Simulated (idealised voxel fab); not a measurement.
process module | voxel capacitor over wiring
cross-section cut | 255 nm wide | cells 5 nm
A cross-section is a grid of square cells, given in bands from the top down. A band is one or more rows of cells.
Each band's line starts with the height of the band's top and of its bottom, in nm. Then come its materials from left to right, each with its width in nm. One material with "throughout" fills the band from edge to edge. "air" is empty space.
Height 0 is the level under which the wafer as received is all one material. The lowest band goes on downwards, as in "0 down".
A width such as "30 to 40" changes by the same amount from each row of cells to the next, from the band's top row to its bottom row.
"no change" after a step means that no cell of the cross-section changed.
closed voids: empty space of 8 cells or more with no open way to the top, each as width x height at its distance from the left edge, in nm
after a step's settings: what the simulator itself notes on the step
overlay nm, on a step with a mask: how far to the right of its planned place the mask lay; to the left if negative
plan
1 op RECEIVE | material Si
2 op CONFORMAL_DEP | material SiO2 | thk nm 15
3 op DIRECTIONAL_DEP | material TiN | thk nm 5
4 op DIRECTIONAL_DEP | material Ru | thk nm 15
5 op PATTERN | tone cover | mask id METAL_1 | material resist | width nm 30 | pitch nm 95 | thk nm 15 | overlay nm 0
6 op DIRECTIONAL_ETCH | etch materials Ru | depth nm 15
7 op DIRECTIONAL_ETCH | etch materials TiN | depth nm 5
8 op STRIP | etch materials resist
9 op FILL_DEP | material lowk | thk nm 5
10 op CMP | height nm 35
11 op CONFORMAL_DEP | material SiCN | thk nm 5
12 op DIRECTIONAL_DEP | material SiO2 | thk nm 10
13 op MASKED_ETCH | tone open | mask id PLUG_1 | width nm 15 | etch materials SiO2 | depth nm 10 | overlay nm 0
14 op MASKED_ETCH | tone open | mask id PLUG_1 | width nm 15 | etch materials SiCN | depth nm 5 | overlay nm 0
15 op EPI | material Ru | thk nm 10
16 op EPI | material Ru | thk nm 5
17 op DIRECTIONAL_DEP | material TiN | thk nm 5
18 op DIRECTIONAL_DEP | material HfO2 | thk nm 5
19 op DIRECTIONAL_DEP | material TiN | thk nm 5
20 op DIRECTIONAL_DEP | material aC | thk nm 10
21 op PATTERN | tone cover | mask id UPPER_PLATE | material resist | width nm 70 | thk nm 25 | overlay nm 0
22 op DIRECTIONAL_ETCH | etch materials aC | depth nm 10
23 op STRIP | etch materials resist
24 op DIRECTIONAL_ETCH | etch materials TiN | depth nm 5
25 op DIRECTIONAL_ETCH | etch materials HfO2 | depth nm 5
26 op STRIP | etch materials aC
27 op PATTERN | tone cover | mask id LOWER_PLATE | material resist | width nm 80 | thk nm 15 | overlay nm 0
28 op DIRECTIONAL_ETCH | etch materials TiN | depth nm 5
29 op STRIP | etch materials resist
30 op FILL_DEP | material SiO2 | thk nm 15
31 op CMP | height nm 75
32 op PATTERN | tone open | mask id PLUG_2 | material resist | width nm 15 | thk nm 15 | overlay nm 0
33 op DIRECTIONAL_ETCH | etch materials SiO2 | depth nm 10
34 op STRIP | etch materials resist
35 op CONFORMAL_DEP | material TiN | thk nm 5
36 op FILL_DEP | material Cu | thk nm 10
37 op CMP | height nm 75
38 op CONFORMAL_DEP | material SiCN | thk nm 5
as received, after step 1
  0 down: Si throughout
  closed voids: none
a wafer at the end: this start, this plan, one mistake
  80 to 75: SiCN throughout
  75 to 70: SiO2 90 | TiN 5 | Cu 5 | TiN 5 | SiO2 150
  70 to 65: SiO2 90 | TiN 15 | SiO2 150
  65 to 60: SiO2 throughout
  60 to 55: SiO2 80 | TiN 70 | SiO2 105
  55 to 50: SiO2 80 | HfO2 70 | SiO2 105
  50 to 40: SiO2 80 | Ru 15 | SiO2 160
  40 to 35: SiCN 80 | Ru 15 | SiCN 160
  35 to 20: lowk 65 | Ru 30 | lowk 65 | Ru 30 | lowk 65
  20 to 15: lowk 65 | TiN 30 | lowk 65 | TiN 30 | lowk 65
  15 to 0: SiO2 throughout
  0 down: Si throughout
  closed voids: none
what went wrong: step 17 was left out
